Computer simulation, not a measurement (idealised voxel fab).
This is a process module. Its name is voxel trench capacitor.
The figure presents cross-section cut, which has a width of 245 nm and is divided into square cells with an edge length of 5 nm.
This document writes a cross-section as a grid whose cells are square, and gives it as bands, listed from the top down; one or more rows of cells form a band. In this notation a band is specified by the heights of its top and bottom, in that order and in nm, after which its materials appear from left to right, each paired with its width in nm. The word "all across" attached to a single material means that material fills the band from edge to edge; the word "blank" stands for empty space. The level at which height equals 0 is the one under which the wafer, as it arrives, is entirely one material. No lower edge exists for the bottom band, which continues downward and is notated as in "from 0 down". Width spec "30..40" -> top row of cells at first value, bottom row at second value, equal per-row change in between. Take "no alterations made" at face value: in the step it is given for, the cross-section changed in none of its cells. Heads up: "Voids, enclosed" only lists the empty pockets with no open path to the top that are 8 cells or more, and it writes them as width x height at distance, distance from the left edge, in nm. Step line, after settings: the simulator's comment on this step. "overlay nm" answers the question of how far to the right of plan the mask lay on a step that has a mask, and when it is negative the answer is to the left.

So here's the lineup of process steps we planned
- 1: RECEIVE [material Si]
- 2: CONFORMAL_DEP [material SiN] [thk nm 5]
- 3: PATTERN [tone open] [mask id TRENCH] [material resist] [width nm 25] [pitch nm 40] [thk nm 20] [overlay nm 0]
- 4: DIRECTIONAL_ETCH [etch materials SiN] [depth nm 5]
- 5: DIRECTIONAL_ETCH [etch materials Si] [depth nm 40]
- 6: STRIP [etch materials resist]
- 7: CONFORMAL_DEP [material Al2O3] [thk nm 5]
- 8: CONFORMAL_DEP [material TiN] [thk nm 5]
- 9: FILL_DEP [material W] [thk nm 10]
- 10: CMP [height nm 5]

On the first of the two wafers: run conducted according to plan

Delivered wafer in cross-section: state after step 1
* from 0 down: Si all across
* Voids, enclosed: none

Wafer xsec, post step 2
* from 5 to 0: SiN all across
* Under the height 0 nothing was changed.

Wafer xsec, post step 3
* from 25 to 5: resist=70, then blank=25, then resist=15, then blank=25, then resist=15, then blank=25, then resist=70
* Under the height 5 nothing was changed.

Wafer xsec, post step 4
* from 25 to 5: resist=70, then blank=25, then resist=15, then blank=25, then resist=15, then blank=25, then resist=70
* from 5 to 0: SiN=70, then blank=25, then SiN=15, then blank=25, then SiN=15, then blank=25, then SiN=70
* Under the height 0 nothing was changed.

Wafer xsec, post step 5
* from 25 to 5: resist=70, then blank=25, then resist=15, then blank=25, then resist=15, then blank=25, then resist=70
* from 5 to 0: SiN=70, then blank=25, then SiN=15, then blank=25, then SiN=15, then blank=25, then SiN=70
* from 0 to -40: Si=70, then blank=25, then Si=15, then blank=25, then Si=15, then blank=25, then Si=70
* Under the height -40 nothing was changed.

Wafer xsec, post step 6
* from 5 to 0: SiN=70, then blank=25, then SiN=15, then blank=25, then SiN=15, then blank=25, then SiN=70
* Under the height 0 nothing was changed.

Wafer xsec, post step 7
* from 10 to 5: Al2O3=75, then blank=15, then Al2O3=25, then blank=15, then Al2O3=25, then blank=15, then Al2O3=75
* from 5 to 0: SiN=70, then Al2O3=5, then blank=15, then Al2O3=5, then SiN=15, then Al2O3=5, then blank=15, then Al2O3=5, then SiN=15, then Al2O3=5, then blank=15, then Al2O3=5, then SiN=70
* from 0 to -35: Si=70, then Al2O3=5, then blank=15, then Al2O3=5, then Si=15, then Al2O3=5, then blank=15, then Al2O3=5, then Si=15, then Al2O3=5, then blank=15, then Al2O3=5, then Si=70
* from -35 to -40: Si=70, then Al2O3=25, then Si=15, then Al2O3=25, then Si=15, then Al2O3=25, then Si=70
* Under the height -40 nothing was changed.

Wafer xsec, post step 8
* from 15 to 10: TiN=80, then blank=5, then TiN=35, then blank=5, then TiN=35, then blank=5, then TiN=80
* from 10 to 5: Al2O3=75, then TiN=5, then blank=5, then TiN=5, then Al2O3=25, then TiN=5, then blank=5, then TiN=5, then Al2O3=25, then TiN=5, then blank=5, then TiN=5, then Al2O3=75
* from 5 to 0: SiN=70, then Al2O3=5, then TiN=5, then blank=5, then TiN=5, then Al2O3=5, then SiN=15, then Al2O3=5, then TiN=5, then blank=5, then TiN=5, then Al2O3=5, then SiN=15, then Al2O3=5, then TiN=5, then blank=5, then TiN=5, then Al2O3=5, then SiN=70
* from 0 to -30: Si=70, then Al2O3=5, then TiN=5, then blank=5, then TiN=5, then Al2O3=5, then Si=15, then Al2O3=5, then TiN=5, then blank=5, then TiN=5, then Al2O3=5, then Si=15, then Al2O3=5, then TiN=5, then blank=5, then TiN=5, then Al2O3=5, then Si=70
* from -30 to -35: Si=70, then Al2O3=5, then TiN=15, then Al2O3=5, then Si=15, then Al2O3=5, then TiN=15, then Al2O3=5, then Si=15, then Al2O3=5, then TiN=15, then Al2O3=5, then Si=70
* Under the height -35 nothing was changed.

Wafer xsec, post step 9
* from 25 to 15: W all across
* from 15 to 10: TiN=80, then W=5, then TiN=35, then W=5, then TiN=35, then W=5, then TiN=80
* from 10 to 5: Al2O3=75, then TiN=5, then W=5, then TiN=5, then Al2O3=25, then TiN=5, then W=5, then TiN=5, then Al2O3=25, then TiN=5, then W=5, then TiN=5, then Al2O3=75
* from 5 to 0: SiN=70, then Al2O3=5, then TiN=5, then W=5, then TiN=5, then Al2O3=5, then SiN=15, then Al2O3=5, then TiN=5, then W=5, then TiN=5, then Al2O3=5, then SiN=15, then Al2O3=5, then TiN=5, then W=5, then TiN=5, then Al2O3=5, then SiN=70
* from 0 to -30: Si=70, then Al2O3=5, then TiN=5, then W=5, then TiN=5, then Al2O3=5, then Si=15, then Al2O3=5, then TiN=5, then W=5, then TiN=5, then Al2O3=5, then Si=15, then Al2O3=5, then TiN=5, then W=5, then TiN=5, then Al2O3=5, then Si=70
* Under the height -30 nothing was changed.

Wafer xsec, post step 10
* from 5 to 0: SiN=70, then Al2O3=5, then TiN=5, then W=5, then TiN=5, then Al2O3=5, then SiN=15, then Al2O3=5, then TiN=5, then W=5, then TiN=5, then Al2O3=5, then SiN=15, then Al2O3=5, then TiN=5, then W=5, then TiN=5, then Al2O3=5, then SiN=70
* Under the height 0 nothing was changed.

The Second Wafer: Common Origin and Plan, One Mistake in Execution, Identical to the First Through Step 6

When step 7 should have ended
* from 10 to 5: TiN=75, then blank=15, then TiN=25, then blank=15, then TiN=25, then blank=15, then TiN=75
* from 5 to 0: SiN=70, then TiN=5, then blank=15, then TiN=5, then SiN=15, then TiN=5, then blank=15, then TiN=5, then SiN=15, then TiN=5, then blank=15, then TiN=5, then SiN=70
* from 0 to -35: Si=70, then TiN=5, then blank=15, then TiN=5, then Si=15, then TiN=5, then blank=15, then TiN=5, then Si=15, then TiN=5, then blank=15, then TiN=5, then Si=70
* from -35 to -40: Si=70, then TiN=25, then Si=15, then TiN=25, then Si=15, then TiN=25, then Si=70
* Under the height -40 nothing was changed.

When step 8 should have ended
* from 15 to 10: Al2O3=80, then blank=5, then Al2O3=35, then blank=5, then Al2O3=35, then blank=5, then Al2O3=80
* from 10 to 5: TiN=75, then Al2O3=5, then blank=5, then Al2O3=5, then TiN=25, then Al2O3=5, then blank=5, then Al2O3=5, then TiN=25, then Al2O3=5, then blank=5, then Al2O3=5, then TiN=75
* from 5 to 0: SiN=70, then TiN=5, then Al2O3=5, then blank=5, then Al2O3=5, then TiN=5, then SiN=15, then TiN=5, then Al2O3=5, then blank=5, then Al2O3=5, then TiN=5, then SiN=15, then TiN=5, then Al2O3=5, then blank=5, then Al2O3=5, then TiN=5, then SiN=70
* from 0 to -30: Si=70, then TiN=5, then Al2O3=5, then blank=5, then Al2O3=5, then TiN=5, then Si=15, then TiN=5, then Al2O3=5, then blank=5, then Al2O3=5, then TiN=5, then Si=15, then TiN=5, then Al2O3=5, then blank=5, then Al2O3=5, then TiN=5, then Si=70
* from -30 to -35: Si=70, then TiN=5, then Al2O3=15, then TiN=5, then Si=15, then TiN=5, then Al2O3=15, then TiN=5, then Si=15, then TiN=5, then Al2O3=15, then TiN=5, then Si=70
* Under the height -35 nothing was changed.

When step 9 should have ended
* from 25 to 15: W all across
* from 15 to 10: Al2O3=80, then W=5, then Al2O3=35, then W=5, then Al2O3=35, then W=5, then Al2O3=80
* from 10 to 5: TiN=75, then Al2O3=5, then W=5, then Al2O3=5, then TiN=25, then Al2O3=5, then W=5, then Al2O3=5, then TiN=25, then Al2O3=5, then W=5, then Al2O3=5, then TiN=75
* from 5 to 0: SiN=70, then TiN=5, then Al2O3=5, then W=5, then Al2O3=5, then TiN=5, then SiN=15, then TiN=5, then Al2O3=5, then W=5, then Al2O3=5, then TiN=5, then SiN=15, then TiN=5, then Al2O3=5, then W=5, then Al2O3=5, then TiN=5, then SiN=70
* from 0 to -30: Si=70, then TiN=5, then Al2O3=5, then W=5, then Al2O3=5, then TiN=5, then Si=15, then TiN=5, then Al2O3=5, then W=5, then Al2O3=5, then TiN=5, then Si=15, then TiN=5, then Al2O3=5, then W=5, then Al2O3=5, then TiN=5, then Si=70
* Under the height -30 nothing was changed.

When step 10 should have ended
* from 5 to 0: SiN=70, then TiN=5, then Al2O3=5, then W=5, then Al2O3=5, then TiN=5, then SiN=15, then TiN=5, then Al2O3=5, then W=5, then Al2O3=5, then TiN=5, then SiN=15, then TiN=5, then Al2O3=5, then W=5, then Al2O3=5, then TiN=5, then SiN=70
* Under the height 0 nothing was changed.
Here's what went sideways: the intended sequence of steps 7 and 8 was reversed during processing, with each occupying the position of the other
End of process, cell counts, second wafer against first, materials with more or fewer: Al2O3 -12 | TiN +12
